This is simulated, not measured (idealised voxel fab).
Proc. module: voxel wiring stack
The cross-section shown here is cut; it is 215 nm wide and divided into square cells measuring 5 nm on a side.
A cross-section is written here as square cells arranged in a grid, and it is given in bands from the top down, each band taking up one or more rows of cells. Band: top and bottom heights (nm) first, top before bottom; then materials from left to right, widths in nm. "full width" marks a sole material filling the band edge to edge. "air" denotes empty space. We count height from 0. Below that, the starting wafer is all one material. The lowest band never ends at the bottom but goes on down; see "0..down" for how that is written. Width "30..40": first value at the band's top row of cells, second value at its bottom row, equal change from row to row. The designation "no alterations made", where it is given for a processing step, indicates that no cell of the cross-section was altered in the course of that step. "Voids, fully enclosed" - sealed voids, min. 8 cells, no opening to top; format: width x height at distance (distance from left edge; nm throughout). Post-settings text on a step line: simulator's own remark regarding the step. overlay nm, on a step with a mask: how far to the right of its planned place the mask lay; to the left if negative.

PROCESS STEPS - PLAN
1. RECEIVE | material Si
2. CONFORMAL_DEP | material SiO2 | thk nm 15
3. DIRECTIONAL_DEP | material TiN | thk nm 5
4. DIRECTIONAL_DEP | material Ru | thk nm 20
5. DIRECTIONAL_DEP | material aC | thk nm 10
6. PATTERN | tone cover | mask id METAL_1 | material resist | width nm 25 | pitch nm 50 | thk nm 30 | overlay nm 0
7. DIRECTIONAL_ETCH | etch materials aC | depth nm 10
8. STRIP | etch materials resist
9. DIRECTIONAL_ETCH | etch materials Ru | depth nm 20
10. DIRECTIONAL_ETCH | etch materials TiN | depth nm 5
11. STRIP | etch materials aC
12. FILL_DEP | material SiO2 | thk nm 10
13. CMP | height nm 40
14. CONFORMAL_DEP | material SiCN | thk nm 5
15. DIRECTIONAL_DEP | material SiO2 | thk nm 20
16. MASKED_ETCH | tone open | mask id PLUG_1 | width nm 15 | pitch nm 50 | etch materials SiO2 | depth nm 20 | overlay nm 0
17. MASKED_ETCH | tone open | mask id PLUG_1 | width nm 15 | pitch nm 50 | etch materials SiCN | depth nm 5 | overlay nm 0
18. EPI | material Ru | thk nm 10
19. EPI | material Ru | thk nm 10
20. EPI | material Ru | thk nm 5
21. DIRECTIONAL_DEP | material TiN | thk nm 5
22. DIRECTIONAL_DEP | material Ru | thk nm 15
23. DIRECTIONAL_DEP | material aC | thk nm 10
24. PATTERN | tone cover | mask id METAL_2 | material resist | width nm 25 | pitch nm 50 | thk nm 30 | overlay nm 0
25. DIRECTIONAL_ETCH | etch materials aC | depth nm 10
26. STRIP | etch materials resist
27. DIRECTIONAL_ETCH | etch materials Ru | depth nm 15
28. DIRECTIONAL_ETCH | etch materials TiN | depth nm 5
29. STRIP | etch materials aC
30. FILL_DEP | material SiO2 | thk nm 5
31. CMP | height nm 85
32. CONFORMAL_DEP | material SiCN | thk nm 5
33. DIRECTIONAL_DEP | material lowk | thk nm 10
34. MASKED_ETCH | tone open | mask id PLUG_2 | width nm 15 | pitch nm 50 | etch materials lowk | depth nm 10 | overlay nm 0
35. MASKED_ETCH | tone open | mask id PLUG_2 | width nm 15 | pitch nm 50 | etch materials SiCN | depth nm 5 | overlay nm 0
36. CONFORMAL_DEP | material TiN | thk nm 5
37. FILL_DEP | material W | thk nm 5
38. CMP | height nm 100
39. CONFORMAL_DEP | material SiN | thk nm 5
40. DIRECTIONAL_DEP | material SiO2 | thk nm 25
41. PATTERN | tone open | mask id METAL_3 | material resist | width nm 25 | pitch nm 50 | thk nm 20 | overlay nm 0
42. DIRECTIONAL_ETCH | etch materials SiO2 | depth nm 25
43. DIRECTIONAL_ETCH | etch materials SiN | depth nm 5
44. STRIP | etch materials resist
45. CONFORMAL_DEP | material TiN | thk nm 5
46. FILL_DEP | material Cu | thk nm 5
47. CMP | height nm 130
48. CONFORMAL_DEP | material SiCN | thk nm 5
49. DIRECTIONAL_DEP | material SiO2 | thk nm 20
50. MASKED_ETCH | tone open | mask id PLUG_3 | width nm 15 | etch materials SiO2 | depth nm 20 | overlay nm 0
51. MASKED_ETCH | tone open | mask id PLUG_3 | width nm 15 | etch materials SiCN | depth nm 5 | overlay nm 0
52. EPI | material Ru | thk nm 10
53. EPI | material Ru | thk nm 10
54. EPI | material Ru | thk nm 5
55. CONFORMAL_DEP | material SiCN | thk nm 5
56. DIRECTIONAL_DEP | material lowk | thk nm 25
57. MASKED_ETCH | tone open | mask id METAL_4 | width nm 25 | pitch nm 50 | etch materials lowk | depth nm 25 | overlay nm 0
58. MASKED_ETCH | tone open | mask id METAL_4 | width nm 25 | pitch nm 50 | etch materials SiCN | depth nm 5 | overlay nm 0
59. CONFORMAL_DEP | material TiN | thk nm 5
60. FILL_DEP | material Cu | thk nm 10
61. CMP | height nm 185
62. CONFORMAL_DEP | material SiN | thk nm 5

THE FOLLOWING PERTAINS TO THE FIRST OF TWO WAFERS, WHICH WAS PROCESSED AS PLANNED

SO THIS IS THE INCOMING WAFER IN CROSS-SECTION - IT'S ALREADY BEEN THROUGH STEP 1
* 0..down | Si full width
* Voids, fully enclosed: none

AFTER STEP 2, IN CROSS-SECTION
* 15..0 | SiO2 full width
* Rest of section, below 0: as before.

AFTER STEP 3, IN CROSS-SECTION
* 20..15 | TiN full width
* Rest of section, below 15: as before.

AFTER STEP 4, IN CROSS-SECTION
* 40..20 | Ru full width
* Rest of section, below 20: as before.

AFTER STEP 5, IN CROSS-SECTION
* 50..40 | aC full width
* Rest of section, below 40: as before.

AFTER STEP 6, IN CROSS-SECTION
* 80..50 | air=70, then resist=25, then air=25, then resist=25, then air=70
* Rest of section, below 50: as before.

AFTER STEP 7, IN CROSS-SECTION
* 70..50 | air=70, then resist=25, then air=25, then resist=25, then air=70
* 50..40 | air=70, then aC=25, then air=25, then aC=25, then air=70
* Rest of section, below 40: as before.

AFTER STEP 8, IN CROSS-SECTION
* 50..40 | air=70, then aC=25, then air=25, then aC=25, then air=70
* Rest of section, below 40: as before.

AFTER STEP 9, IN CROSS-SECTION
* 50..40 | air=70, then aC=25, then air=25, then aC=25, then air=70
* 40..20 | air=70, then Ru=25, then air=25, then Ru=25, then air=70
* Rest of section, below 20: as before.

AFTER STEP 10, IN CROSS-SECTION
* 50..40 | air=70, then aC=25, then air=25, then aC=25, then air=70
* 40..20 | air=70, then Ru=25, then air=25, then Ru=25, then air=70
* 20..15 | air=70, then TiN=25, then air=25, then TiN=25, then air=70
* Rest of section, below 15: as before.

AFTER STEP 11, IN CROSS-SECTION
* 40..20 | air=70, then Ru=25, then air=25, then Ru=25, then air=70
* Rest of section, below 20: as before.

AFTER STEP 12, IN CROSS-SECTION
* 50..40 | SiO2 full width
* 40..20 | SiO2=70, then Ru=25, then SiO2=25, then Ru=25, then SiO2=70
* 20..15 | SiO2=70, then TiN=25, then SiO2=25, then TiN=25, then SiO2=70
* Rest of section, below 15: as before.

AFTER STEP 13, IN CROSS-SECTION
* 40..20 | SiO2=70, then Ru=25, then SiO2=25, then Ru=25, then SiO2=70
* Rest of section, below 20: as before.

AFTER STEP 14, IN CROSS-SECTION
* 45..40 | SiCN full width
* Rest of section, below 40: as before.

AFTER STEP 15, IN CROSS-SECTION
* 65..45 | SiO2 full width
* Rest of section, below 45: as before.

AFTER STEP 16, IN CROSS-SECTION
* 65..45 | SiO2=70, then air=15, then SiO2=35, then air=15, then SiO2=80
* Rest of section, below 45: as before.

AFTER STEP 17, IN CROSS-SECTION
* 65..45 | SiO2=70, then air=15, then SiO2=35, then air=15, then SiO2=80
* 45..40 | SiCN=70, then air=15, then SiCN=35, then air=15, then SiCN=80
* Rest of section, below 40: as before.

AFTER STEP 18, IN CROSS-SECTION
* 65..50 | SiO2=70, then air=15, then SiO2=35, then air=15, then SiO2=80
* 50..45 | SiO2=70, then Ru=15, then SiO2=35, then Ru=15, then SiO2=80
* 45..40 | SiCN=70, then Ru=15, then SiCN=35, then Ru=15, then SiCN=80
* Rest of section, below 40: as before.

AFTER STEP 19, IN CROSS-SECTION
* 65..60 | SiO2=70, then air=15, then SiO2=35, then air=15, then SiO2=80
* 60..45 | SiO2=70, then Ru=15, then SiO2=35, then Ru=15, then SiO2=80
* Rest of section, below 45: as before.

AFTER STEP 20, IN CROSS-SECTION
* 65..45 | SiO2=70, then Ru=15, then SiO2=35, then Ru=15, then SiO2=80
* Rest of section, below 45: as before.

AFTER STEP 21, IN CROSS-SECTION
* 70..65 | TiN full width
* Rest of section, below 65: as before.

AFTER STEP 22, IN CROSS-SECTION
* 85..70 | Ru full width
* Rest of section, below 70: as before.

AFTER STEP 23, IN CROSS-SECTION
* 95..85 | aC full width
* Rest of section, below 85: as before.

AFTER STEP 24, IN CROSS-SECTION
* 125..95 | air=70, then resist=25, then air=25, then resist=25, then air=70
* Rest of section, below 95: as before.

AFTER STEP 25, IN CROSS-SECTION
* 115..95 | air=70, then resist=25, then air=25, then resist=25, then air=70
* 95..85 | air=70, then aC=25, then air=25, then aC=25, then air=70
* Rest of section, below 85: as before.

AFTER STEP 26, IN CROSS-SECTION
* 95..85 | air=70, then aC=25, then air=25, then aC=25, then air=70
* Rest of section, below 85: as before.

AFTER STEP 27, IN CROSS-SECTION
* 95..85 | air=70, then aC=25, then air=25, then aC=25, then air=70
* 85..70 | air=70, then Ru=25, then air=25, then Ru=25, then air=70
* Rest of section, below 70: as before.

AFTER STEP 28, IN CROSS-SECTION
* 95..85 | air=70, then aC=25, then air=25, then aC=25, then air=70
* 85..70 | air=70, then Ru=25, then air=25, then Ru=25, then air=70
* 70..65 | air=70, then TiN=25, then air=25, then TiN=25, then air=70
* Rest of section, below 65: as before.

AFTER STEP 29, IN CROSS-SECTION
* 85..70 | air=70, then Ru=25, then air=25, then Ru=25, then air=70
* Rest of section, below 70: as before.

AFTER STEP 30, IN CROSS-SECTION
* 90..85 | SiO2 full width
* 85..70 | SiO2=70, then Ru=25, then SiO2=25, then Ru=25, then SiO2=70
* 70..65 | SiO2=70, then TiN=25, then SiO2=25, then TiN=25, then SiO2=70
* Rest of section, below 65: as before.

AFTER STEP 31, IN CROSS-SECTION
* 85..70 | SiO2=70, then Ru=25, then SiO2=25, then Ru=25, then SiO2=70
* Rest of section, below 70: as before.

AFTER STEP 32, IN CROSS-SECTION
* 90..85 | SiCN full width
* Rest of section, below 85: as before.

AFTER STEP 33, IN CROSS-SECTION
* 100..90 | lowk full width
* Rest of section, below 90: as before.

AFTER STEP 34, IN CROSS-SECTION
* 100..90 | lowk=70, then air=15, then lowk=35, then air=15, then lowk=80
* Rest of section, below 90: as before.

AFTER STEP 35, IN CROSS-SECTION
* 100..90 | lowk=70, then air=15, then lowk=35, then air=15, then lowk=80
* 90..85 | SiCN=70, then air=15, then SiCN=35, then air=15, then SiCN=80
* Rest of section, below 85: as before.

AFTER STEP 36, IN CROSS-SECTION
* 105..100 | TiN=75, then air=5, then TiN=45, then air=5, then TiN=85
* 100..90 | lowk=70, then TiN=5, then air=5, then TiN=5, then lowk=35, then TiN=5, then air=5, then TiN=5, then lowk=80
* 90..85 | SiCN=70, then TiN=15, then SiCN=35, then TiN=15, then SiCN=80
* Rest of section, below 85: as before.

AFTER STEP 37, IN CROSS-SECTION
* 110..105 | W full width
* 105..100 | TiN=75, then W=5, then TiN=45, then W=5, then TiN=85
* 100..90 | lowk=70, then TiN=5, then W=5, then TiN=5, then lowk=35, then TiN=5, then W=5, then TiN=5, then lowk=80
* Rest of section, below 90: as before.

AFTER STEP 38, IN CROSS-SECTION
* 100..90 | lowk=70, then TiN=5, then W=5, then TiN=5, then lowk=35, then TiN=5, then W=5, then TiN=5, then lowk=80
* Rest of section, below 90: as before.

AFTER STEP 39, IN CROSS-SECTION
* 105..100 | SiN full width
* Rest of section, below 100: as before.

AFTER STEP 40, IN CROSS-SECTION
* 130..105 | SiO2 full width
* Rest of section, below 105: as before.

AFTER STEP 41, IN CROSS-SECTION
* 150..130 | resist=70, then air=25, then resist=25, then air=25, then resist=70
* Rest of section, below 130: as before.

AFTER STEP 42, IN CROSS-SECTION
* 150..130 | resist=70, then air=25, then resist=25, then air=25, then resist=70
* 130..105 | SiO2=70, then air=25, then SiO2=25, then air=25, then SiO2=70
* Rest of section, below 105: as before.

AFTER STEP 43, IN CROSS-SECTION
* 150..130 | resist=70, then air=25, then resist=25, then air=25, then resist=70
* 130..105 | SiO2=70, then air=25, then SiO2=25, then air=25, then SiO2=70
* 105..100 | SiN=70, then air=25, then SiN=25, then air=25, then SiN=70
* Rest of section, below 100: as before.

AFTER STEP 44, IN CROSS-SECTION
* 130..105 | SiO2=70, then air=25, then SiO2=25, then air=25, then SiO2=70
* Rest of section, below 105: as before.

AFTER STEP 45, IN CROSS-SECTION
* 135..130 | TiN=75, then air=15, then TiN=35, then air=15, then TiN=75
* 130..105 | SiO2=70, then TiN=5, then air=15, then TiN=5, then SiO2=25, then TiN=5, then air=15, then TiN=5, then SiO2=70
* 105..100 | SiN=70, then TiN=25, then SiN=25, then TiN=25, then SiN=70
* Rest of section, below 100: as before.

AFTER STEP 46, IN CROSS-SECTION
* 140..135 | Cu full width
* 135..130 | TiN=75, then Cu=15, then TiN=35, then Cu=15, then TiN=75
* 130..105 | SiO2=70, then TiN=5, then Cu=15, then TiN=5, then SiO2=25, then TiN=5, then Cu=15, then TiN=5, then SiO2=70
* Rest of section, below 105: as before.

AFTER STEP 47, IN CROSS-SECTION
* 130..105 | SiO2=70, then TiN=5, then Cu=15, then TiN=5, then SiO2=25, then TiN=5, then Cu=15, then TiN=5, then SiO2=70
* Rest of section, below 105: as before.

AFTER STEP 48, IN CROSS-SECTION
* 135..130 | SiCN full width
* Rest of section, below 130: as before.

AFTER STEP 49, IN CROSS-SECTION
* 155..135 | SiO2 full width
* Rest of section, below 135: as before.

AFTER STEP 50, IN CROSS-SECTION
* 155..135 | SiO2=70, then air=15, then SiO2=130
* Rest of section, below 135: as before.

AFTER STEP 51, IN CROSS-SECTION
* 155..135 | SiO2=70, then air=15, then SiO2=130
* 135..130 | SiCN=70, then air=15, then SiCN=130
* Rest of section, below 130: as before.

AFTER STEP 52, IN CROSS-SECTION
* 155..140 | SiO2=70, then air=15, then SiO2=130
* 140..135 | SiO2=70, then Ru=15, then SiO2=130
* 135..130 | SiCN=70, then Ru=15, then SiCN=130
* Rest of section, below 130: as before.

AFTER STEP 53, IN CROSS-SECTION
* 155..150 | SiO2=70, then air=15, then SiO2=130
* 150..135 | SiO2=70, then Ru=15, then SiO2=130
* Rest of section, below 135: as before.

AFTER STEP 54, IN CROSS-SECTION
* 155..135 | SiO2=70, then Ru=15, then SiO2=130
* Rest of section, below 135: as before.

AFTER STEP 55, IN CROSS-SECTION
* 160..155 | SiCN full width
* Rest of section, below 155: as before.

AFTER STEP 56, IN CROSS-SECTION
* 185..160 | lowk full width
* Rest of section, below 160: as before.

AFTER STEP 57, IN CROSS-SECTION
* 185..160 | lowk=70, then air=25, then lowk=25, then air=25, then lowk=70
* Rest of section, below 160: as before.

AFTER STEP 58, IN CROSS-SECTION
* 185..160 | lowk=70, then air=25, then lowk=25, then air=25, then lowk=70
* 160..155 | SiCN=70, then air=25, then SiCN=25, then air=25, then SiCN=70
* Rest of section, below 155: as before.

AFTER STEP 59, IN CROSS-SECTION
* 190..185 | TiN=75, then air=15, then TiN=35, then air=15, then TiN=75
* 185..160 | lowk=70, then TiN=5, then air=15, then TiN=5, then lowk=25, then TiN=5, then air=15, then TiN=5, then lowk=70
* 160..155 | SiCN=70, then TiN=25, then SiCN=25, then TiN=25, then SiCN=70
* Rest of section, below 155: as before.

AFTER STEP 60, IN CROSS-SECTION
* 200..190 | Cu full width
* 190..185 | TiN=75, then Cu=15, then TiN=35, then Cu=15, then TiN=75
* 185..160 | lowk=70, then TiN=5, then Cu=15, then TiN=5, then lowk=25, then TiN=5, then Cu=15, then TiN=5, then lowk=70
* Rest of section, below 160: as before.

AFTER STEP 61, IN CROSS-SECTION
* 185..160 | lowk=70, then TiN=5, then Cu=15, then TiN=5, then lowk=25, then TiN=5, then Cu=15, then TiN=5, then lowk=70
* Rest of section, below 160: as before.

AFTER STEP 62, IN CROSS-SECTION
* 190..185 | SiN full width
* Rest of section, below 185: as before.

THE SECOND WAFER WAS PREPARED FROM THE SAME STARTING POINT AND UNDER THE SAME PLAN AS THE FIRST; ITS PROCESSING CONTAINED ONE MISTAKE, AND IT REMAINS INDISTINGUISHABLE FROM THE FIRST WAFER UP TO AND INCLUDING STEP 14

X-section, second wafer, when step 15 was due to finish: no alterations made

X-section, second wafer, when step 16 was due to finish: no alterations made

X-SECTION, SECOND WAFER, WHEN STEP 17 WAS DUE TO FINISH
* 45..40 | SiCN=70, then air=15, then SiCN=35, then air=15, then SiCN=80
* Rest of section, below 40: as before.

X-SECTION, SECOND WAFER, WHEN STEP 18 WAS DUE TO FINISH
* 50..45 | air=65, then Ru=25, then air=25, then Ru=25, then air=75
* 45..40 | SiCN=70, then Ru=15, then SiCN=35, then Ru=15, then SiCN=80
* Rest of section, below 40: as before.

X-SECTION, SECOND WAFER, WHEN STEP 19 WAS DUE TO FINISH
* 60..45 | air=55, then Ru=45, then air=5, then Ru=45, then air=65
* Rest of section, below 45: as before.

X-SECTION, SECOND WAFER, WHEN STEP 20 WAS DUE TO FINISH
* 65..45 | air=50, then Ru=105, then air=60
* Rest of section, below 45: as before.

X-SECTION, SECOND WAFER, WHEN STEP 21 WAS DUE TO FINISH
* 70..65 | air=50, then TiN=105, then air=60
* 65..50 | air=50, then Ru=105, then air=60
* 50..45 | TiN=50, then Ru=105, then TiN=60
* Rest of section, below 45: as before.

X-SECTION, SECOND WAFER, WHEN STEP 22 WAS DUE TO FINISH
* 85..70 | air=50, then Ru=105, then air=60
* 70..65 | air=50, then TiN=105, then air=60
* 65..50 | Ru full width
* Rest of section, below 50: as before.

X-SECTION, SECOND WAFER, WHEN STEP 23 WAS DUE TO FINISH
* 95..85 | air=50, then aC=105, then air=60
* 85..75 | air=50, then Ru=105, then air=60
* 75..70 | aC=50, then Ru=105, then aC=60
* 70..65 | aC=50, then TiN=105, then aC=60
* Rest of section, below 65: as before.

X-SECTION, SECOND WAFER, WHEN STEP 24 WAS DUE TO FINISH
* 125..95 | air=70, then resist=25, then air=25, then resist=25, then air=70
* Rest of section, below 95: as before.

X-SECTION, SECOND WAFER, WHEN STEP 25 WAS DUE TO FINISH
* 115..95 | air=70, then resist=25, then air=25, then resist=25, then air=70
* 95..85 | air=70, then aC=25, then air=25, then aC=25, then air=70
* 85..70 | air=50, then Ru=105, then air=60
* 70..65 | air=50, then TiN=105, then air=60
* Rest of section, below 65: as before.

X-SECTION, SECOND WAFER, WHEN STEP 26 WAS DUE TO FINISH
* 95..85 | air=70, then aC=25, then air=25, then aC=25, then air=70
* Rest of section, below 85: as before.

X-SECTION, SECOND WAFER, WHEN STEP 27 WAS DUE TO FINISH
* 95..85 | air=70, then aC=25, then air=25, then aC=25, then air=70
* 85..70 | air=70, then Ru=25, then air=25, then Ru=25, then air=70
* 70..65 | air=50, then TiN=105, then air=60
* 65..50 | air=50, then Ru=105, then air=60
* Rest of section, below 50: as before.

X-SECTION, SECOND WAFER, WHEN STEP 28 WAS DUE TO FINISH
* 95..85 | air=70, then aC=25, then air=25, then aC=25, then air=70
* 85..70 | air=70, then Ru=25, then air=25, then Ru=25, then air=70
* 70..65 | air=70, then TiN=25, then air=25, then TiN=25, then air=70
* 65..45 | air=50, then Ru=105, then air=60
* Rest of section, below 45: as before.

X-SECTION, SECOND WAFER, WHEN STEP 29 WAS DUE TO FINISH
* 85..70 | air=70, then Ru=25, then air=25, then Ru=25, then air=70
* Rest of section, below 70: as before.

X-SECTION, SECOND WAFER, WHEN STEP 30 WAS DUE TO FINISH
* 90..85 | SiO2 full width
* 85..70 | SiO2=70, then Ru=25, then SiO2=25, then Ru=25, then SiO2=70
* 70..65 | SiO2=70, then TiN=25, then SiO2=25, then TiN=25, then SiO2=70
* 65..45 | SiO2=50, then Ru=105, then SiO2=60
* Rest of section, below 45: as before.

X-SECTION, SECOND WAFER, WHEN STEP 31 WAS DUE TO FINISH
* 85..70 | SiO2=70, then Ru=25, then SiO2=25, then Ru=25, then SiO2=70
* Rest of section, below 70: as before.

X-SECTION, SECOND WAFER, WHEN STEP 32 WAS DUE TO FINISH
* 90..85 | SiCN full width
* Rest of section, below 85: as before.

X-SECTION, SECOND WAFER, WHEN STEP 33 WAS DUE TO FINISH
* 100..90 | lowk full width
* Rest of section, below 90: as before.

X-SECTION, SECOND WAFER, WHEN STEP 34 WAS DUE TO FINISH
* 100..90 | lowk=70, then air=15, then lowk=35, then air=15, then lowk=80
* Rest of section, below 90: as before.

X-SECTION, SECOND WAFER, WHEN STEP 35 WAS DUE TO FINISH
* 100..90 | lowk=70, then air=15, then lowk=35, then air=15, then lowk=80
* 90..85 | SiCN=70, then air=15, then SiCN=35, then air=15, then SiCN=80
* Rest of section, below 85: as before.

X-SECTION, SECOND WAFER, WHEN STEP 36 WAS DUE TO FINISH
* 105..100 | TiN=75, then air=5, then TiN=45, then air=5, then TiN=85
* 100..90 | lowk=70, then TiN=5, then air=5, then TiN=5, then lowk=35, then TiN=5, then air=5, then TiN=5, then lowk=80
* 90..85 | SiCN=70, then TiN=15, then SiCN=35, then TiN=15, then SiCN=80
* Rest of section, below 85: as before.

X-SECTION, SECOND WAFER, WHEN STEP 37 WAS DUE TO FINISH
* 110..105 | W full width
* 105..100 | TiN=75, then W=5, then TiN=45, then W=5, then TiN=85
* 100..90 | lowk=70, then TiN=5, then W=5, then TiN=5, then lowk=35, then TiN=5, then W=5, then TiN=5, then lowk=80
* Rest of section, below 90: as before.

X-SECTION, SECOND WAFER, WHEN STEP 38 WAS DUE TO FINISH
* 100..90 | lowk=70, then TiN=5, then W=5, then TiN=5, then lowk=35, then TiN=5, then W=5, then TiN=5, then lowk=80
* Rest of section, below 90: as before.

X-SECTION, SECOND WAFER, WHEN STEP 39 WAS DUE TO FINISH
* 105..100 | SiN full width
* Rest of section, below 100: as before.

X-SECTION, SECOND WAFER, WHEN STEP 40 WAS DUE TO FINISH
* 130..105 | SiO2 full width
* Rest of section, below 105: as before.

X-SECTION, SECOND WAFER, WHEN STEP 41 WAS DUE TO FINISH
* 150..130 | resist=70, then air=25, then resist=25, then air=25, then resist=70
* Rest of section, below 130: as before.

X-SECTION, SECOND WAFER, WHEN STEP 42 WAS DUE TO FINISH
* 150..130 | resist=70, then air=25, then resist=25, then air=25, then resist=70
* 130..105 | SiO2=70, then air=25, then SiO2=25, then air=25, then SiO2=70
* Rest of section, below 105: as before.

X-SECTION, SECOND WAFER, WHEN STEP 43 WAS DUE TO FINISH
* 150..130 | resist=70, then air=25, then resist=25, then air=25, then resist=70
* 130..105 | SiO2=70, then air=25, then SiO2=25, then air=25, then SiO2=70
* 105..100 | SiN=70, then air=25, then SiN=25, then air=25, then SiN=70
* Rest of section, below 100: as before.

X-SECTION, SECOND WAFER, WHEN STEP 44 WAS DUE TO FINISH
* 130..105 | SiO2=70, then air=25, then SiO2=25, then air=25, then SiO2=70
* Rest of section, below 105: as before.

X-SECTION, SECOND WAFER, WHEN STEP 45 WAS DUE TO FINISH
* 135..130 | TiN=75, then air=15, then TiN=35, then air=15, then TiN=75
* 130..105 | SiO2=70, then TiN=5, then air=15, then TiN=5, then SiO2=25, then TiN=5, then air=15, then TiN=5, then SiO2=70
* 105..100 | SiN=70, then TiN=25, then SiN=25, then TiN=25, then SiN=70
* Rest of section, below 100: as before.

X-SECTION, SECOND WAFER, WHEN STEP 46 WAS DUE TO FINISH
* 140..135 | Cu full width
* 135..130 | TiN=75, then Cu=15, then TiN=35, then Cu=15, then TiN=75
* 130..105 | SiO2=70, then TiN=5, then Cu=15, then TiN=5, then SiO2=25, then TiN=5, then Cu=15, then TiN=5, then SiO2=70
* Rest of section, below 105: as before.

X-SECTION, SECOND WAFER, WHEN STEP 47 WAS DUE TO FINISH
* 130..105 | SiO2=70, then TiN=5, then Cu=15, then TiN=5, then SiO2=25, then TiN=5, then Cu=15, then TiN=5, then SiO2=70
* Rest of section, below 105: as before.

X-SECTION, SECOND WAFER, WHEN STEP 48 WAS DUE TO FINISH
* 135..130 | SiCN full width
* Rest of section, below 130: as before.

X-SECTION, SECOND WAFER, WHEN STEP 49 WAS DUE TO FINISH
* 155..135 | SiO2 full width
* Rest of section, below 135: as before.

X-SECTION, SECOND WAFER, WHEN STEP 50 WAS DUE TO FINISH
* 155..135 | SiO2=70, then air=15, then SiO2=130
* Rest of section, below 135: as before.

X-SECTION, SECOND WAFER, WHEN STEP 51 WAS DUE TO FINISH
* 155..135 | SiO2=70, then air=15, then SiO2=130
* 135..130 | SiCN=70, then air=15, then SiCN=130
* Rest of section, below 130: as before.

X-SECTION, SECOND WAFER, WHEN STEP 52 WAS DUE TO FINISH
* 155..140 | SiO2=70, then air=15, then SiO2=130
* 140..135 | SiO2=70, then Ru=15, then SiO2=130
* 135..130 | SiCN=70, then Ru=15, then SiCN=130
* Rest of section, below 130: as before.

X-SECTION, SECOND WAFER, WHEN STEP 53 WAS DUE TO FINISH
* 155..150 | SiO2=70, then air=15, then SiO2=130
* 150..135 | SiO2=70, then Ru=15, then SiO2=130
* Rest of section, below 135: as before.

X-SECTION, SECOND WAFER, WHEN STEP 54 WAS DUE TO FINISH
* 155..135 | SiO2=70, then Ru=15, then SiO2=130
* Rest of section, below 135: as before.

X-SECTION, SECOND WAFER, WHEN STEP 55 WAS DUE TO FINISH
* 160..155 | SiCN full width
* Rest of section, below 155: as before.

X-SECTION, SECOND WAFER, WHEN STEP 56 WAS DUE TO FINISH
* 185..160 | lowk full width
* Rest of section, below 160: as before.

X-SECTION, SECOND WAFER, WHEN STEP 57 WAS DUE TO FINISH
* 185..160 | lowk=70, then air=25, then lowk=25, then air=25, then lowk=70
* Rest of section, below 160: as before.

X-SECTION, SECOND WAFER, WHEN STEP 58 WAS DUE TO FINISH
* 185..160 | lowk=70, then air=25, then lowk=25, then air=25, then lowk=70
* 160..155 | SiCN=70, then air=25, then SiCN=25, then air=25, then SiCN=70
* Rest of section, below 155: as before.

X-SECTION, SECOND WAFER, WHEN STEP 59 WAS DUE TO FINISH
* 190..185 | TiN=75, then air=15, then TiN=35, then air=15, then TiN=75
* 185..160 | lowk=70, then TiN=5, then air=15, then TiN=5, then lowk=25, then TiN=5, then air=15, then TiN=5, then lowk=70
* 160..155 | SiCN=70, then TiN=25, then SiCN=25, then TiN=25, then SiCN=70
* Rest of section, below 155: as before.

X-SECTION, SECOND WAFER, WHEN STEP 60 WAS DUE TO FINISH
* 200..190 | Cu full width
* 190..185 | TiN=75, then Cu=15, then TiN=35, then Cu=15, then TiN=75
* 185..160 | lowk=70, then TiN=5, then Cu=15, then TiN=5, then lowk=25, then TiN=5, then Cu=15, then TiN=5, then lowk=70
* Rest of section, below 160: as before.

X-SECTION, SECOND WAFER, WHEN STEP 61 WAS DUE TO FINISH
* 185..160 | lowk=70, then TiN=5, then Cu=15, then TiN=5, then lowk=25, then TiN=5, then Cu=15, then TiN=5, then lowk=70
* Rest of section, below 160: as before.

X-SECTION, SECOND WAFER, WHEN STEP 62 WAS DUE TO FINISH
* 190..185 | SiN full width
* Rest of section, below 185: as before.
Diagnosis: execution of step 15 of the plan did not take place, the step having been omitted
Once processing is complete, comparing cell counts shows that the second wafer has more or fewer of certain materials than the first: +60 Ru, -60 SiO2
